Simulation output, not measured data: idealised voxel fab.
process module | voxel capacitor over wiring
cross-section cut | 225 nm wide | cells 5 nm
A cross-section is a grid of square cells, given in bands from the top down. A band is one or more rows of cells.
Each band's line starts with the height of the band's top and of its bottom, in nm. Then come its materials from left to right, each with its width in nm. One material with "throughout" fills the band from edge to edge. "air" is empty space.
Height 0 is the level under which the wafer as received is all one material. The lowest band goes on downwards, as in "0 down".
A width such as "30 to 40" changes by the same amount from each row of cells to the next, from the band's top row to its bottom row.
"no change" after a step means that no cell of the cross-section changed.
closed voids: empty space of 8 cells or more with no open way to the top, each as width x height at its distance from the left edge, in nm
after a step's settings: what the simulator itself notes on the step
overlay nm, on a step with a mask: how far to the right of its planned place the mask lay; to the left if negative
plan
1 op RECEIVE | material Si
2 op CONFORMAL_DEP | material SiO2 | thk nm 15
3 op CONFORMAL_DEP | material SiCN | thk nm 5
4 op DIRECTIONAL_DEP | material SiO2 | thk nm 20
5 op MASKED_ETCH | tone open | mask id METAL_1 | width nm 30 | pitch nm 90 | etch materials SiO2 | depth nm 20 | overlay nm 0
6 op MASKED_ETCH | tone open | mask id METAL_1 | width nm 30 | pitch nm 90 | etch materials SiCN | depth nm 5 | overlay nm 0
7 op CONFORMAL_DEP | material TiN | thk nm 5
8 op FILL_DEP | material Cu | thk nm 10
9 op CMP | height nm 40
10 op CONFORMAL_DEP | material SiCN | thk nm 5
11 op DIRECTIONAL_DEP | material lowk | thk nm 15
12 op DIRECTIONAL_DEP | material aC | thk nm 10
13 op PATTERN | tone open | mask id PLUG_1 | material resist | width nm 15 | thk nm 30 | overlay nm 0
14 op DIRECTIONAL_ETCH | etch materials aC | depth nm 10
15 op STRIP | etch materials resist
16 op DIRECTIONAL_ETCH | etch materials lowk | depth nm 15
17 op DIRECTIONAL_ETCH | etch materials SiCN | depth nm 5
18 op STRIP | etch materials aC
19 op CONFORMAL_DEP | material TiN | thk nm 5
20 op FILL_DEP | material Ru | thk nm 5
21 op CMP | height nm 60
22 op DIRECTIONAL_DEP | material TiN | thk nm 5
23 op DIRECTIONAL_DEP | material SiN | thk nm 5
24 op DIRECTIONAL_DEP | material TiN | thk nm 5
25 op DIRECTIONAL_DEP | material aC | thk nm 10
26 op PATTERN | tone cover | mask id UPPER_PLATE | material resist | width nm 65 | thk nm 25 | overlay nm 0
27 op DIRECTIONAL_ETCH | etch materials aC | depth nm 10
28 op STRIP | etch materials resist
29 op DIRECTIONAL_ETCH | etch materials TiN | depth nm 5
30 op DIRECTIONAL_ETCH | etch materials SiN | depth nm 5
31 op STRIP | etch materials aC
32 op MASKED_ETCH | tone cover | mask id LOWER_PLATE | width nm 75 | etch materials TiN | depth nm 5 | overlay nm 0
33 op FILL_DEP | material SiO2 | thk nm 20
34 op CMP | height nm 90
35 op PATTERN | tone open | mask id PLUG_2 | material resist | width nm 15 | thk nm 20 | overlay nm -15
36 op DIRECTIONAL_ETCH | etch materials SiO2 | depth nm 15
37 op STRIP | etch materials resist
38 op CONFORMAL_DEP | material TiN | thk nm 5
39 op FILL_DEP | material Ru | thk nm 5
40 op CMP | height nm 90
41 op CONFORMAL_DEP | material SiCN | thk nm 5
varied across the wafers: overlay nm of step 35. The plan shows the first wafer's value. All wafers start alike
first wafer as received, after step 1
  0 down: Si throughout
  closed voids: none
each wafer at the end: cells of each material gained (+) or lost (-) since it was received, then its closed voids
overlay nm -15 | +32 Cu | +5 Ru | +120 SiCN | +13 SiN | +487 SiO2 | +72 TiN | +126 lowk | closed voids: none
overlay nm -10 | +32 Cu | +5 Ru | +120 SiCN | +13 SiN | +487 SiO2 | +72 TiN | +126 lowk | closed voids: none
overlay nm -5 | +32 Cu | +5 Ru | +120 SiCN | +13 SiN | +487 SiO2 | +72 TiN | +126 lowk | closed voids: none
overlay nm 0 | +32 Cu | +5 Ru | +120 SiCN | +13 SiN | +487 SiO2 | +72 TiN | +126 lowk | closed voids: none
overlay nm 5 | +32 Cu | +5 Ru | +120 SiCN | +13 SiN | +487 SiO2 | +72 TiN | +126 lowk | closed voids: none
overlay nm 10 | +32 Cu | +5 Ru | +120 SiCN | +13 SiN | +487 SiO2 | +72 TiN | +126 lowk | closed voids: none
overlay nm 15 | +32 Cu | +5 Ru | +120 SiCN | +13 SiN | +487 SiO2 | +72 TiN | +126 lowk | closed voids: none
